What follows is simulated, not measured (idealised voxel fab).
process module | voxel transistor to metal
cross-section cut | 285 nm wide | cells 5 nm
A cross-section is a grid of square cells, given in bands from the top down. A band is one or more rows of cells.
Each band's line starts with the height of the band's top and of its bottom, in nm. Then come its materials from left to right, each with its width in nm. One material with "throughout" fills the band from edge to edge. "air" is empty space.
Height 0 is the level under which the wafer as received is all one material. The lowest band goes on downwards, as in "0 down".
A width such as "30 to 40" changes by the same amount from each row of cells to the next, from the band's top row to its bottom row.
"no change" after a step means that no cell of the cross-section changed.
closed voids: empty space of 8 cells or more with no open way to the top, each as width x height at its distance from the left edge, in nm
after a step's settings: what the simulator itself notes on the step
overlay nm, on a step with a mask: how far to the right of its planned place the mask lay; to the left if negative
plan
1 op RECEIVE | material Si
2 op OXIDIZE | depth nm 5
3 op CONFORMAL_DEP | material SiN | thk nm 10
4 op DIRECTIONAL_DEP | material aC | thk nm 10
5 op PATTERN | tone cover | mask id ACTIVE | material resist | width nm 95 | pitch nm 115 | thk nm 30 | overlay nm 0
6 op DIRECTIONAL_ETCH | etch materials aC | depth nm 10
7 op STRIP | etch materials resist
8 op DIRECTIONAL_ETCH | etch materials SiN | depth nm 10
9 op DIRECTIONAL_ETCH | etch materials SiO2 | depth nm 5
10 op DIRECTIONAL_ETCH | etch materials Si | depth nm 30
11 op STRIP | etch materials aC
12 op FILL_DEP | material SiO2 | thk nm 10
13 op CMP | height nm 10
14 op SELECTIVE_ETCH | etch materials SiO2 | depth nm 10
15 op STRIP | etch materials SiN
16 op SELECTIVE_ETCH | etch materials SiO2 | depth nm 5
17 op OXIDIZE | depth nm 5
18 op DIRECTIONAL_DEP | material polySi | thk nm 25
19 op DIRECTIONAL_DEP | material SiCN | thk nm 10
20 op DIRECTIONAL_DEP | material aC | thk nm 15
21 op PATTERN | tone cover | mask id GATE | material resist | width nm 15 | pitch nm 115 | thk nm 30 | overlay nm 0
22 op DIRECTIONAL_ETCH | etch materials aC | depth nm 15
23 op STRIP | etch materials resist
24 op DIRECTIONAL_ETCH | etch materials SiCN | depth nm 20
25 op DIRECTIONAL_ETCH | etch materials polySi | depth nm 35
26 op STRIP | etch materials aC
27 op CONFORMAL_DEP | material SiO2 | thk nm 5
28 op DIRECTIONAL_ETCH | etch materials SiO2 | depth nm 5
29 op CONFORMAL_DEP | material SiN | thk nm 10
30 op DIRECTIONAL_ETCH | etch materials SiN | depth nm 10
31 op DIRECTIONAL_ETCH | etch materials SiO2 | depth nm 5
32 op EPI | material nSi | thk nm 5
33 op FILL_DEP | material SiO2 | thk nm 10
34 op CMP | height nm 30
35 op DIRECTIONAL_DEP | material SiO2 | thk nm 10
36 op DIRECTIONAL_DEP | material aC | thk nm 10
37 op PATTERN | tone open | mask id CONTACT | material resist | width nm 25 | thk nm 25 | overlay nm 0
38 op DIRECTIONAL_ETCH | etch materials aC | depth nm 10
39 op STRIP | etch materials resist
40 op DIRECTIONAL_ETCH | etch materials SiO2 | depth nm 45
41 op STRIP | etch materials aC
42 op CONFORMAL_DEP | material TiN | thk nm 5
43 op FILL_DEP | material W | thk nm 10
44 op CMP | height nm 40
45 op CONFORMAL_DEP | material SiN | thk nm 5
46 op DIRECTIONAL_DEP | material lowk | thk nm 25
47 op PATTERN | tone open | mask id METAL_1 | material resist | width nm 15 | thk nm 20 | overlay nm 0
48 op DIRECTIONAL_ETCH | etch materials lowk | depth nm 25
49 op DIRECTIONAL_ETCH | etch materials SiN | depth nm 5
50 op STRIP | etch materials resist
51 op CONFORMAL_DEP | material TiN | thk nm 5
52 op FILL_DEP | material Cu | thk nm 10
53 op CMP | height nm 70
54 op CONFORMAL_DEP | material SiN | thk nm 5
as received, after step 1
  0 down: Si throughout
  closed voids: none
a wafer at the end: this start, this plan, one mistake
  75 to 70: SiN throughout
  70 to 45: lowk 45 | TiN 5 | Cu 5 | TiN 5 | lowk 45 | TiN 5 | Cu 5 | TiN 5 | lowk 40 | TiN 5 | Cu 5 | TiN 5 | lowk 45 | TiN 5 | Cu 5 | TiN 5 | lowk 50
  45 to 40: SiN 45 | TiN 15 | SiN 45 | TiN 15 | SiN 40 | TiN 15 | SiN 45 | TiN 15 | SiN 50
  40 to 30: SiO2 45 | TiN 5 | W 15 to 5 | TiN 5 to 15 | SiO2 25 | TiN 5 to 15 | W 15 to 5 | TiN 5 | SiO2 40 | TiN 5 | W 15 to 5 | TiN 5 to 15 | SiO2 25 | TiN 5 to 15 | W 15 to 5 | TiN 5 | SiO2 50
  30 to 20: SiO2 45 | TiN 5 | W 5 | TiN 5 | SiN 10 | SiO2 5 | SiCN 15 | SiO2 5 | SiN 10 | TiN 5 | W 5 | TiN 5 | SiO2 40 | TiN 5 | W 5 | TiN 5 | SiN 10 | SiO2 5 | SiCN 15 | SiO2 5 | SiN 10 | TiN 5 | W 5 | TiN 5 | SiO2 50
  20 to 0: SiO2 45 | TiN 5 | W 5 | TiN 5 | SiN 10 | SiO2 5 | polySi 15 | SiO2 5 | SiN 10 | TiN 5 | W 5 | TiN 5 | SiO2 40 | TiN 5 | W 5 | TiN 5 | SiN 10 | SiO2 5 | polySi 15 | SiO2 5 | SiN 10 | TiN 5 | W 5 | TiN 5 | SiO2 50
  0 to -5: SiO2 45 | TiN 15 | SiN 10 | SiO2 5 | polySi 15 | SiO2 5 | SiN 10 | TiN 15 | SiO2 40 | TiN 15 | SiN 10 | SiO2 5 | polySi 15 | SiO2 5 | SiN 10 | TiN 15 | SiO2 50
  -5 to -10: SiO2 30 | nSi 30 | SiO2 45 | nSi 30 | SiO2 10 | nSi 30 | SiO2 45 | nSi 30 | SiO2 35
  -10 to -65: SiO2 35 | Si 95 | SiO2 20 | Si 95 | SiO2 40
  -65 down: Si throughout
  closed voids: none
what went wrong: step 10 was run twice
